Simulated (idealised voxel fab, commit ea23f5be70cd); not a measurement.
process module | voxel ribs on slabs
cross-section cut | 215 nm wide | cells 5 nm
A cross-section is a grid of square cells, given in bands from the top down. A band is one or more rows of cells.
Each band's line starts with the height of the band's top and of its bottom, in nm. Then come its materials from left to right, each with its width in nm. One material with "throughout" fills the band from edge to edge. "air" is empty space.
Height 0 is the level under which the wafer as received is all one material. The lowest band goes on downwards, as in "0 down".
A width such as "30 to 40" changes by the same amount from each row of cells to the next, from the band's top row to its bottom row.
"no change" after a step means that no cell of the cross-section changed.
closed voids: empty space of 8 cells or more with no open way to the top, each as width x height at its distance from the left edge, in nm
after a step's settings: what the simulator itself notes on the step
overlay nm, on a step with a mask: how far to the right of its planned place the mask lay; to the left if negative
plan
1 op RECEIVE | material Si
2 op DIRECTIONAL_DEP | material SiO2 | thk nm 30
3 op DIRECTIONAL_DEP | material polySi | thk nm 15
4 op PATTERN | tone cover | mask id RIB | material resist | width nm 20 | thk nm 15 | overlay nm 0
5 op DIRECTIONAL_ETCH | etch materials polySi | depth nm 10
6 op STRIP | etch materials resist
7 op DIRECTIONAL_DEP | material aC | thk nm 10
8 op PATTERN | tone cover | mask id SLAB | material resist | width nm 70 | thk nm 30 | overlay nm 0
9 op DIRECTIONAL_ETCH | etch materials aC | depth nm 10
10 op STRIP | etch materials resist
11 op DIRECTIONAL_ETCH | etch materials polySi | depth nm 5
12 op STRIP | etch materials aC
13 op FILL_DEP | material SiO2 | thk nm 20
14 op CMP | height nm 55
15 op DIRECTIONAL_DEP | material TiN | thk nm 5
16 op DIRECTIONAL_DEP | material aC | thk nm 10
17 op PATTERN | tone cover | mask id HEATER | material resist | width nm 30 | thk nm 30 | overlay nm 0
18 op DIRECTIONAL_ETCH | etch materials aC | depth nm 10
19 op STRIP | etch materials resist
20 op DIRECTIONAL_ETCH | etch materials TiN | depth nm 5
21 op STRIP | etch materials aC
22 op CONFORMAL_DEP | material SiO2 | thk nm 5
as received, after step 1
  0 down: Si throughout
  closed voids: none
a wafer at the end: this start, this plan, one mistake
  60 to 55: air 90 | TiN 30 | air 95
  55 to 45: SiO2 throughout
  45 to 35: SiO2 95 | polySi 20 | SiO2 100
  35 to 30: SiO2 70 | polySi 70 | SiO2 75
  30 to 0: SiO2 throughout
  0 down: Si throughout
  closed voids: none
what went wrong: step 22 was left out
